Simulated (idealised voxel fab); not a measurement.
Title: Process Module voxel gate over fins
We display cut, a cross-section 170 nm in width whose square cells are each 5 nm.
How to read a cross-section here: the picture is a grid of square cells, written as bands going from the top down, and any band can span one or more rows of cells.
Top height, bottom height, nm. Materials left to right, width each, nm. Single material + "full width" = fills band edge to edge. "blank" = empty.
We count height from 0. Below that, the starting wafer is all one material. The lowest band never ends at the bottom but goes on down; see "0 down" for how that is written.
So if you see something like "30 to 40" for the width, read it as the top row of the band sitting at the first number and the bottom row at the second, with every row in between moving by the same amount as the last.
Key: "stayed the same" - step with no changed cell in the cross-section.
Entry "Closed void listing". Content: empty spaces with no open connection to the top, size 8 cells or greater. Each: width x height at distance. Distance: from left edge. Unit: nm.
If you see something after the settings on a step's line, that's the simulator's own remark about that step.
The optional step-line setting "overlay nm" applies to steps with a mask and quantifies how far to the right of its planned location the mask lay, a negative value indicating leftward placement.
Intended process steps
step 1: RECEIVE | material Si
step 2: CONFORMAL_DEP | material SiN | thk nm 5
step 3: PATTERN | tone cover | mask id FINS | material resist | width nm 15 | pitch nm 60 | thk nm 20 | overlay nm 0
step 4: DIRECTIONAL_ETCH | etch materials SiN | depth nm 5
step 5: DIRECTIONAL_ETCH | etch materials Si | depth nm 40
step 6: STRIP | etch materials resist
step 7: OXIDIZE | depth nm 5
step 8: FILL_DEP | material SiO2 | thk nm 15
step 9: CMP | height nm 5
step 10: DIRECTIONAL_DEP | material aC | thk nm 10
step 11: PATTERN | tone open | mask id RAIL | material resist | width nm 15 | thk nm 25 | overlay nm 0
step 12: DIRECTIONAL_ETCH | etch materials aC | depth nm 10
step 13: STRIP | etch materials resist
step 14: DIRECTIONAL_ETCH | etch materials SiO2 | depth nm 40
step 15: STRIP | etch materials aC
step 16: CONFORMAL_DEP | material TiN | thk nm 5
step 17: FILL_DEP | material W | thk nm 10
step 18: CMP | height nm 5
step 19: SELECTIVE_ETCH | etch materials W Ru TiN | depth nm 20
step 20: FILL_DEP | material SiO2 | thk nm 5
step 21: CMP | height nm 5
step 22: SELECTIVE_ETCH | etch materials SiO2 | depth nm 15
step 23: STRIP | etch materials SiN
step 24: CONFORMAL_DEP | material HfO2 | thk nm 5
step 25: CONFORMAL_DEP | material TiN | thk nm 5
step 26: FILL_DEP | material W | thk nm 15
step 27: CMP | height nm 20
step 28: CONFORMAL_DEP | material SiN | thk nm 10
Wafer-to-wafer difference: width nm, step 11. Common start. Plan = first wafer's value.
The first of several wafers, as received after step 1, seen in section
0 down  Si full width
Closed void listing: none
Wafer cross-section (first of several) - module end, post step 28 (last step)
30 to 20  SiN full width
20 to 10  W full width
10 to 5  W 10 nm  TiN 25 nm  W 35 nm  TiN 25 nm  W 35 nm  TiN 25 nm  W 15 nm
5 to 0  W 10 nm  TiN 5 nm  HfO2 15 nm  TiN 5 nm  W 35 nm  TiN 5 nm  HfO2 15 nm  TiN 5 nm  W 35 nm  TiN 5 nm  HfO2 15 nm  TiN 5 nm  W 15 nm
0 to -5  TiN 15 nm  HfO2 5 nm  Si 5 nm  HfO2 5 nm  TiN 45 nm  HfO2 5 nm  Si 5 nm  HfO2 5 nm  TiN 45 nm  HfO2 5 nm  Si 5 nm  HfO2 5 nm  TiN 20 nm
-5 to -10  HfO2 20 nm  Si 5 nm  HfO2 55 nm  Si 5 nm  HfO2 55 nm  Si 5 nm  HfO2 25 nm
-10 to -15  SiO2 20 nm  Si 5 nm  SiO2 55 nm  Si 5 nm  SiO2 55 nm  Si 5 nm  SiO2 25 nm
-15 to -30  SiO2 20 nm  Si 5 nm  SiO2 20 nm  TiN 5 nm  W 5 nm  TiN 5 nm  SiO2 20 nm  Si 5 nm  SiO2 55 nm  Si 5 nm  SiO2 25 nm
-30 to -35  SiO2 20 nm  Si 5 nm  SiO2 20 nm  TiN 15 nm  SiO2 20 nm  Si 5 nm  SiO2 55 nm  Si 5 nm  SiO2 25 nm
-35 to -45  SiO2 20 nm  Si 5 nm  SiO2 55 nm  Si 5 nm  SiO2 55 nm  Si 5 nm  SiO2 25 nm
-45 down  Si full width
Closed void listing: none
The module's end: a cross-section of the last wafer
30 to 20  SiN full width
20 to 10  W full width
10 to 5  W 10 nm  TiN 25 nm  W 35 nm  TiN 25 nm  W 35 nm  TiN 25 nm  W 15 nm
5 to 0  W 10 nm  TiN 5 nm  HfO2 15 nm  TiN 5 nm  W 35 nm  TiN 5 nm  HfO2 15 nm  TiN 5 nm  W 35 nm  TiN 5 nm  HfO2 15 nm  TiN 5 nm  W 15 nm
0 to -5  TiN 15 nm  HfO2 5 nm  Si 5 nm  HfO2 5 nm  TiN 45 nm  HfO2 5 nm  Si 5 nm  HfO2 5 nm  TiN 45 nm  HfO2 5 nm  Si 5 nm  HfO2 5 nm  TiN 20 nm
-5 to -10  HfO2 20 nm  Si 5 nm  HfO2 55 nm  Si 5 nm  HfO2 55 nm  Si 5 nm  HfO2 25 nm
-10 to -15  SiO2 20 nm  Si 5 nm  SiO2 55 nm  Si 5 nm  SiO2 55 nm  Si 5 nm  SiO2 25 nm
-15 to -30  SiO2 20 nm  Si 5 nm  SiO2 15 nm  TiN 5 nm  W 20 nm  TiN 5 nm  SiO2 10 nm  Si 5 nm  SiO2 55 nm  Si 5 nm  SiO2 25 nm
-30 to -35  SiO2 20 nm  Si 5 nm  SiO2 15 nm  TiN 30 nm  SiO2 10 nm  Si 5 nm  SiO2 55 nm  Si 5 nm  SiO2 25 nm
-35 to -45  SiO2 20 nm  Si 5 nm  SiO2 55 nm  Si 5 nm  SiO2 55 nm  Si 5 nm  SiO2 25 nm
-45 down  Si full width
Closed void listing: none
What follows is a table in which each wafer occupies a row; for the wafer as it stands at the close of the module, the row states, material by material, how many cells have been gained (+) or lost (-) since receipt, and then gives its closed voids
width nm 15 | +46 HfO2 | -279 Si | +68 SiN | +205 SiO2 | +55 TiN | +109 W | Closed void listing: none
width nm 20 | +46 HfO2 | -279 Si | +68 SiN | +201 SiO2 | +56 TiN | +112 W | Closed void listing: none
width nm 25 | +46 HfO2 | -279 Si | +68 SiN | +197 SiO2 | +57 TiN | +115 W | Closed void listing: none
width nm 30 | +46 HfO2 | -279 Si | +68 SiN | +193 SiO2 | +58 TiN | +118 W | Closed void listing: none
